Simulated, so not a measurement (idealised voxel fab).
process module | voxel transistor to metal
cross-section cut | 175 nm wide | cells 5 nm
A cross-section is a grid of square cells, given in bands from the top down. A band is one or more rows of cells.
Each band's line starts with the height of the band's top and of its bottom, in nm. Then come its materials from left to right, each with its width in nm. One material with "throughout" fills the band from edge to edge. "air" is empty space.
Height 0 is the level under which the wafer as received is all one material. The lowest band goes on downwards, as in "0 down".
A width such as "30 to 40" changes by the same amount from each row of cells to the next, from the band's top row to its bottom row.
"no change" after a step means that no cell of the cross-section changed.
closed voids: empty space of 8 cells or more with no open way to the top, each as width x height at its distance from the left edge, in nm
after a step's settings: what the simulator itself notes on the step
overlay nm, on a step with a mask: how far to the right of its planned place the mask lay; to the left if negative
plan
1 op RECEIVE | material Si
2 op OXIDIZE | depth nm 5
3 op CONFORMAL_DEP | material SiN | thk nm 10
4 op DIRECTIONAL_DEP | material aC | thk nm 15
5 op PATTERN | tone cover | mask id ACTIVE | material resist | width nm 115 | thk nm 35 | overlay nm 0
6 op DIRECTIONAL_ETCH | etch materials aC | depth nm 15
7 op STRIP | etch materials resist
8 op DIRECTIONAL_ETCH | etch materials SiN | depth nm 10
9 op DIRECTIONAL_ETCH | etch materials SiO2 | depth nm 5
10 op DIRECTIONAL_ETCH | etch materials Si | depth nm 20
11 op STRIP | etch materials aC
12 op OXIDIZE | depth nm 5
13 op FILL_DEP | material SiO2 | thk nm 5
14 op CMP | height nm 10
15 op SELECTIVE_ETCH | etch materials SiO2 | depth nm 10
16 op STRIP | etch materials SiN
17 op SELECTIVE_ETCH | etch materials SiO2 | depth nm 5
18 op OXIDIZE | depth nm 5
19 op DIRECTIONAL_DEP | material polySi | thk nm 30
20 op DIRECTIONAL_DEP | material SiCN | thk nm 10
21 op PATTERN | tone cover | mask id GATE | material resist | width nm 25 | thk nm 15 | overlay nm 0
22 op DIRECTIONAL_ETCH | etch materials SiCN | depth nm 20
23 op DIRECTIONAL_ETCH | etch materials polySi | depth nm 40
24 op STRIP | etch materials resist
25 op CONFORMAL_DEP | material SiO2 | thk nm 5
26 op DIRECTIONAL_ETCH | etch materials SiO2 | depth nm 5
27 op CONFORMAL_DEP | material SiN | thk nm 10
28 op DIRECTIONAL_ETCH | etch materials SiN | depth nm 10
29 op DIRECTIONAL_ETCH | etch materials SiO2 | depth nm 5
30 op DIRECTIONAL_ETCH | etch materials Si | depth nm 5
31 op EPI | material pSi | thk nm 5
32 op FILL_DEP | material SiO2 | thk nm 5
33 op CMP | height nm 25
34 op STRIP | etch materials polySi
35 op SELECTIVE_ETCH | etch materials SiO2 | depth nm 5
36 op CONFORMAL_DEP | material HfO2 | thk nm 5
37 op CONFORMAL_DEP | material TiN | thk nm 5
38 op FILL_DEP | material W | thk nm 5
39 op CMP | height nm 20
40 op DIRECTIONAL_DEP | material SiO2 | thk nm 10
41 op MASKED_ETCH | tone open | mask id CONTACT | width nm 20 | pitch nm 75 | etch materials SiO2 | depth nm 40 | overlay nm 0
42 op CONFORMAL_DEP | material TiN | thk nm 5
43 op FILL_DEP | material W | thk nm 5
44 op CMP | height nm 30
45 op CONFORMAL_DEP | material SiCN | thk nm 5
46 op DIRECTIONAL_DEP | material lowk | thk nm 25
47 op PATTERN | tone open | mask id METAL_1 | material resist | width nm 20 | pitch nm 75 | thk nm 20 | overlay nm 0
48 op DIRECTIONAL_ETCH | etch materials lowk | depth nm 25
49 op DIRECTIONAL_ETCH | etch materials SiCN | depth nm 5
50 op STRIP | etch materials resist
51 op CONFORMAL_DEP | material TiN | thk nm 5
52 op FILL_DEP | material W | thk nm 5
53 op CMP | height nm 60
54 op EPI | material Ru | thk nm 5
55 op FILL_DEP | material SiCN | thk nm 5
56 op DIRECTIONAL_DEP | material lowk | thk nm 25
57 op PATTERN | tone open | mask id METAL_2 | material resist | width nm 20 | pitch nm 75 | thk nm 15 | overlay nm 0
58 op DIRECTIONAL_ETCH | etch materials lowk | depth nm 15
59 op STRIP | etch materials resist
60 op PATTERN | tone open | mask id METAL_2_HOLES | material resist | width nm 15 | pitch nm 75 | thk nm 15 | overlay nm 0
61 op DIRECTIONAL_ETCH | etch materials lowk | depth nm 10
62 op DIRECTIONAL_ETCH | etch materials SiCN | depth nm 5
63 op STRIP | etch materials resist
64 op CONFORMAL_DEP | material TiN | thk nm 5
65 op FILL_DEP | material Cu | thk nm 5
66 op CMP | height nm 95
67 op CONFORMAL_DEP | material SiN | thk nm 5
as received, after step 1
  0 down: Si throughout
  closed voids: none
a wafer at the end: this start, this plan, one mistake
  100 to 95: SiN throughout
  95 to 85: lowk 40 | TiN 5 | Cu 10 | TiN 5 | lowk 55 | TiN 5 | Cu 10 | TiN 5 | lowk 40
  85 to 80: lowk 40 | TiN 5 | Cu 5 | TiN 10 | lowk 55 | TiN 5 | Cu 5 | TiN 10 | lowk 40
  80 to 70: lowk 40 | TiN 5 | Cu 5 | TiN 5 | lowk 60 | TiN 5 | Cu 5 | TiN 5 | lowk 45
  70 to 65: SiCN 40 | TiN 15 | SiCN 60 | TiN 15 | SiCN 45
  65 to 60: SiCN 35 | Ru 30 | SiCN 45 | Ru 30 | SiCN 35
  60 to 35: lowk 40 | TiN 5 | polySi 10 | TiN 5 | lowk 55 | TiN 5 | polySi 10 | TiN 5 | lowk 40
  35 to 30: SiCN 40 | TiN 20 | SiCN 55 | TiN 20 | SiCN 40
  30 to 20: SiO2 40 | TiN 5 | W 10 | TiN 5 | SiO2 55 | TiN 5 | W 10 | TiN 5 | SiO2 40
  20 to 0: SiO2 40 | TiN 5 | W 10 | TiN 5 | SiN 10 | HfO2 5 | TiN 5 | W 15 | TiN 5 | HfO2 5 | SiN 10 | TiN 5 | W 10 | TiN 5 | SiO2 40
  0 to -5: SiO2 40 | TiN 5 | W 5 | TiN 10 | SiN 10 | HfO2 5 | TiN 25 | HfO2 5 | SiN 10 | TiN 10 | W 5 | TiN 5 | SiO2 40
  -5 to -10: SiO2 40 | TiN 15 | pSi 5 | SiO2 10 | HfO2 35 | SiO2 10 | pSi 5 | TiN 15 | SiO2 40
  -10 to -15: SiO2 35 | pSi 25 | Si 55 | pSi 25 | SiO2 35
  -15 to -30: SiO2 35 | Si 105 | SiO2 35
  -30 down: Si throughout
  closed voids: none
what went wrong: step 52 ran as: op FILL_DEP | material polySi | thk nm 5
